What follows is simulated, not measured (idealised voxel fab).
process module | voxel spacer lines
The width of the displayed cross-section, cut, is 245 nm; its cells are square, with a size of 5 nm.
Just so we're on the same page, the cross-sections are grids of square cells, and they're listed out in bands top to bottom, each band one or more rows deep. The band entry comprises the height of the band's top followed by the height of its bottom, expressed in nm, and subsequently the band's materials from left to right, each stated together with its width in nm. Where a single material is marked with the word "full width", that material fills the band from edge to edge. The word "empty" represents empty space. Basically, 0 is our baseline, since under it the wafer straight out of the box is all one material. The bottom band has no lower end and keeps on going down, so it looks like "0..down". So if you see something like "30->40" for the width, read it as the top row of the band sitting at the first number and the bottom row at the second, with every row in between moving by the same amount as the last. For the purposes of this document, the phrase "remained the same" attached to a step denotes that no cell within the cross-section was modified by that step. Closed-off voids of 8+ cells (no open route to the top) go in "Unvented cavities", written width x height at distance from the left edge, in nm. Text after the settings on a step's line: the simulator's own remark on that step. Each step line may optionally specify "overlay nm", which for a step with a mask gives the rightward distance between the mask's planned place and where it lay, a negative value indicating the leftward direction.
### Steps planned for the process
1: RECEIVE, material Si
2: CONFORMAL_DEP, material Al2O3, thk nm 10
3: DIRECTIONAL_DEP, material SiN, thk nm 20
4: DIRECTIONAL_DEP, material aC, thk nm 20
5: PATTERN, tone cover, mask id MANDREL, material resist, width nm 25, pitch nm 70, thk nm 30, overlay nm 0
6: DIRECTIONAL_ETCH, etch materials aC, depth nm 20
7: STRIP, etch materials resist
8: CONFORMAL_DEP, material SiO2, thk nm 10
9: DIRECTIONAL_ETCH, etch materials SiO2, depth nm 10
10: STRIP, etch materials aC
11: DIRECTIONAL_ETCH, etch materials SiN, depth nm 20
12: STRIP, etch materials SiO2
### Delivered wafer in cross-section: state after step 1
> 0..down | Si full width
> Unvented cavities: none
### Run as planned - first of the two wafers cross-sectioned at the end of the module
> 30..10 | 65 nm empty, 10 nm SiN, 25 nm empty, 10 nm SiN, 25 nm empty, 10 nm SiN, 25 nm empty, 10 nm SiN, 65 nm empty
> 10..0 | Al2O3 full width
> 0..down | Si full width
> Unvented cavities: none
### Wafer two cross-section, module end. Start and plan unchanged from wafer one; one mistake made during the run
> 50..30 | 65 nm empty, 10 nm SiN, 25 nm empty, 10 nm SiN, 25 nm empty, 10 nm SiN, 25 nm empty, 10 nm SiN, 65 nm empty
> 30..10 | SiN full width
> 10..0 | Al2O3 full width
> 0..down | Si full width
> Unvented cavities: none
Heads up, the wafer didn't run the way we planned it: yeah, plan step 3 got run twice
Counted in cells at the end, the second wafer holds more or fewer of these materials than the first: 196 more of SiN
